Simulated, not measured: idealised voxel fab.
Proc. module: voxel air gaps
Square cell edge 5 nm, section width 245 nm, ID cut.
A cross-section in this document is a grid of square cells, and it is written down as bands, the top band listed before the ones below it; a band is made up of one or more rows of cells. Basically the band line says how high the top is and how high the bottom is, in nm, and then what's in it from left to right, every material with its width in nm. Empty space shows up as "air", and if a single material carries "everywhere" it runs the full band edge to edge. The level at which height equals 0 is the one under which the wafer, as it arrives, is entirely one material. No lower edge exists for the bottom band, which continues downward and is notated as in "top 0, no bottom". Top row gets the first number, bottom row gets the second, and each row in between changes by the same step: that is how a band width like "30 to 40" works. Where a step carries "no alteration", the cross-section came out of it unchanged, cell for cell. Entry "Fully sealed voids" = empty spaces >= 8 cells with no open way to the top; each as width x height at distance, distance from left edge, all nm. Whatever follows a step's settings on its line is a remark the simulator itself makes about that step. You can add "overlay nm" to a step's line. For a step with a mask, it describes how far the mask lay to the right of its planned position, and a negative number describes a lay to the left.
# Process steps (planned)
1: RECEIVE, material Si
2: CONFORMAL_DEP, material SiO2, thk nm 15
3: CONFORMAL_DEP, material SiN, thk nm 5
4: DIRECTIONAL_DEP, material lowk, thk nm 30
5: DIRECTIONAL_DEP, material aC, thk nm 15
6: PATTERN, tone open, mask id LINES, material resist, width nm 25, pitch nm 55, thk nm 30, overlay nm 0
7: DIRECTIONAL_ETCH, etch materials aC, depth nm 15
8: STRIP, etch materials resist
9: DIRECTIONAL_ETCH, etch materials lowk, depth nm 30
10: STRIP, etch materials aC
11: CONFORMAL_DEP, material TiN, thk nm 5
12: FILL_DEP, material W, thk nm 10
13: CMP, height nm 50
14: EPI, material Ru, thk nm 10
15: SELECTIVE_ETCH, etch materials lowk, depth nm 40
16: CONFORMAL_DEP, material SiN, thk nm 5
# First of two wafers: run as planned
# Received-state cross-section, reflecting completion of step 1
- top 0, no bottom | Si everywhere
- Fully sealed voids: none
# Cross-section of the wafer after step 2
- top 15, bottom 0 | SiO2 everywhere
- For the remainder of the cross-section, below 0, there is no change.
# Cross-section of the wafer after step 3
- top 20, bottom 15 | SiN everywhere
- For the remainder of the cross-section, below 15, there is no change.
# Cross-section of the wafer after step 4
- top 50, bottom 20 | lowk everywhere
- For the remainder of the cross-section, below 20, there is no change.
# Cross-section of the wafer after step 5
- top 65, bottom 50 | aC everywhere
- For the remainder of the cross-section, below 50, there is no change.
# Cross-section of the wafer after step 6
- top 95, bottom 65 | 55 nm resist, 25 nm air, 30 nm resist, 25 nm air, 30 nm resist, 25 nm air, 55 nm resist
- For the remainder of the cross-section, below 65, there is no change.
# Cross-section of the wafer after step 7
- top 80, bottom 65 | 55 nm resist, 25 nm air, 30 nm resist, 25 nm air, 30 nm resist, 25 nm air, 55 nm resist
- top 65, bottom 50 | 55 nm aC, 25 nm air, 30 nm aC, 25 nm air, 30 nm aC, 25 nm air, 55 nm aC
- For the remainder of the cross-section, below 50, there is no change.
# Cross-section of the wafer after step 8
- top 65, bottom 50 | 55 nm aC, 25 nm air, 30 nm aC, 25 nm air, 30 nm aC, 25 nm air, 55 nm aC
- For the remainder of the cross-section, below 50, there is no change.
# Cross-section of the wafer after step 9
- top 65, bottom 50 | 55 nm aC, 25 nm air, 30 nm aC, 25 nm air, 30 nm aC, 25 nm air, 55 nm aC
- top 50, bottom 20 | 55 nm lowk, 25 nm air, 30 nm lowk, 25 nm air, 30 nm lowk, 25 nm air, 55 nm lowk
- For the remainder of the cross-section, below 20, there is no change.
# Cross-section of the wafer after step 10
- top 50, bottom 20 | 55 nm lowk, 25 nm air, 30 nm lowk, 25 nm air, 30 nm lowk, 25 nm air, 55 nm lowk
- For the remainder of the cross-section, below 20, there is no change.
# Cross-section of the wafer after step 11
- top 55, bottom 50 | 60 nm TiN, 15 nm air, 40 nm TiN, 15 nm air, 40 nm TiN, 15 nm air, 60 nm TiN
- top 50, bottom 25 | 55 nm lowk, 5 nm TiN, 15 nm air, 5 nm TiN, 30 nm lowk, 5 nm TiN, 15 nm air, 5 nm TiN, 30 nm lowk, 5 nm TiN, 15 nm air, 5 nm TiN, 55 nm lowk
- top 25, bottom 20 | 55 nm lowk, 25 nm TiN, 30 nm lowk, 25 nm TiN, 30 nm lowk, 25 nm TiN, 55 nm lowk
- For the remainder of the cross-section, below 20, there is no change.
# Cross-section of the wafer after step 12
- top 65, bottom 55 | W everywhere
- top 55, bottom 50 | 60 nm TiN, 15 nm W, 40 nm TiN, 15 nm W, 40 nm TiN, 15 nm W, 60 nm TiN
- top 50, bottom 25 | 55 nm lowk, 5 nm TiN, 15 nm W, 5 nm TiN, 30 nm lowk, 5 nm TiN, 15 nm W, 5 nm TiN, 30 nm lowk, 5 nm TiN, 15 nm W, 5 nm TiN, 55 nm lowk
- For the remainder of the cross-section, below 25, there is no change.
# Cross-section of the wafer after step 13
- top 50, bottom 25 | 55 nm lowk, 5 nm TiN, 15 nm W, 5 nm TiN, 30 nm lowk, 5 nm TiN, 15 nm W, 5 nm TiN, 30 nm lowk, 5 nm TiN, 15 nm W, 5 nm TiN, 55 nm lowk
- For the remainder of the cross-section, below 25, there is no change.
# Cross-section of the wafer after step 14
- top 60, bottom 50 | 45 nm air, 45 nm Ru, 10 nm air, 45 nm Ru, 10 nm air, 45 nm Ru, 45 nm air
- For the remainder of the cross-section, below 50, there is no change.
# Cross-section of the wafer after step 15
- top 60, bottom 50 | 45 nm air, 45 nm Ru, 10 nm air, 45 nm Ru, 10 nm air, 45 nm Ru, 45 nm air
- top 50, bottom 25 | 55 nm air, 5 nm TiN, 15 nm W, 5 nm TiN, 30 nm air, 5 nm TiN, 15 nm W, 5 nm TiN, 30 nm air, 5 nm TiN, 15 nm W, 5 nm TiN, 55 nm air
- top 25, bottom 20 | 55 nm air, 25 nm TiN, 30 nm air, 25 nm TiN, 30 nm air, 25 nm TiN, 55 nm air
- For the remainder of the cross-section, below 20, there is no change.
# Cross-section of the wafer after step 16
- top 65, bottom 60 | 40 nm air, 165 nm SiN, 40 nm air
- top 60, bottom 50 | 40 nm air, 5 nm SiN, 45 nm Ru, 10 nm SiN, 45 nm Ru, 10 nm SiN, 45 nm Ru, 5 nm SiN, 40 nm air
- top 50, bottom 45 | 40 nm air, 15 nm SiN, 5 nm TiN, 15 nm W, 5 nm TiN, 30 nm SiN, 5 nm TiN, 15 nm W, 5 nm TiN, 30 nm SiN, 5 nm TiN, 15 nm W, 5 nm TiN, 15 nm SiN, 40 nm air
- top 45, bottom 25 | 50 nm air, 5 nm SiN, 5 nm TiN, 15 nm W, 5 nm TiN, 5 nm SiN, 20 nm air, 5 nm SiN, 5 nm TiN, 15 nm W, 5 nm TiN, 5 nm SiN, 20 nm air, 5 nm SiN, 5 nm TiN, 15 nm W, 5 nm TiN, 5 nm SiN, 50 nm air
- top 25, bottom 20 | 55 nm SiN, 25 nm TiN, 30 nm SiN, 25 nm TiN, 30 nm SiN, 25 nm TiN, 55 nm SiN
- For the remainder of the cross-section, below 20, there is no change.
- Fully sealed voids: 20 x 20 at 85; 20 x 20 at 140
# Wafer two of the pair: same origin, same plan, one error during the run; identical to wafer one up to and including step 13
# Cross-section: second wafer, time at which step 14 was scheduled to end
- top 50, bottom 25 | 55 nm air, 5 nm TiN, 15 nm W, 5 nm TiN, 30 nm air, 5 nm TiN, 15 nm W, 5 nm TiN, 30 nm air, 5 nm TiN, 15 nm W, 5 nm TiN, 55 nm air
- top 25, bottom 20 | 55 nm air, 25 nm TiN, 30 nm air, 25 nm TiN, 30 nm air, 25 nm TiN, 55 nm air
- For the remainder of the cross-section, below 20, there is no change.
# Cross-section: second wafer, time at which step 15 was scheduled to end
- top 60, bottom 50 | 45 nm air, 45 nm Ru, 10 nm air, 45 nm Ru, 10 nm air, 45 nm Ru, 45 nm air
- top 50, bottom 25 | 45 nm air, 10 nm Ru, 5 nm TiN, 15 nm W, 5 nm TiN, 10 nm Ru, 10 nm air, 10 nm Ru, 5 nm TiN, 15 nm W, 5 nm TiN, 10 nm Ru, 10 nm air, 10 nm Ru, 5 nm TiN, 15 nm W, 5 nm TiN, 10 nm Ru, 45 nm air
- top 25, bottom 20 | 45 nm air, 10 nm Ru, 25 nm TiN, 10 nm Ru, 10 nm air, 10 nm Ru, 25 nm TiN, 10 nm Ru, 10 nm air, 10 nm Ru, 25 nm TiN, 10 nm Ru, 45 nm air
- For the remainder of the cross-section, below 20, there is no change.
# Cross-section: second wafer, time at which step 16 was scheduled to end
- top 65, bottom 60 | 40 nm air, 165 nm SiN, 40 nm air
- top 60, bottom 50 | 40 nm air, 5 nm SiN, 45 nm Ru, 10 nm SiN, 45 nm Ru, 10 nm SiN, 45 nm Ru, 5 nm SiN, 40 nm air
- top 50, bottom 25 | 40 nm air, 5 nm SiN, 10 nm Ru, 5 nm TiN, 15 nm W, 5 nm TiN, 10 nm Ru, 10 nm SiN, 10 nm Ru, 5 nm TiN, 15 nm W, 5 nm TiN, 10 nm Ru, 10 nm SiN, 10 nm Ru, 5 nm TiN, 15 nm W, 5 nm TiN, 10 nm Ru, 5 nm SiN, 40 nm air
- top 25, bottom 20 | 45 nm SiN, 10 nm Ru, 25 nm TiN, 10 nm Ru, 10 nm SiN, 10 nm Ru, 25 nm TiN, 10 nm Ru, 10 nm SiN, 10 nm Ru, 25 nm TiN, 10 nm Ru, 45 nm SiN
- For the remainder of the cross-section, below 20, there is no change.
Error vs. plan: steps 14 and 15 of the plan were run in the wrong order, each in the other's place
Final cells, second wafer relative to first, materials higher or lower: +72 Ru | -24 SiN
The final tally of closed voids stands at 2 on the first wafer and 0 on the second.
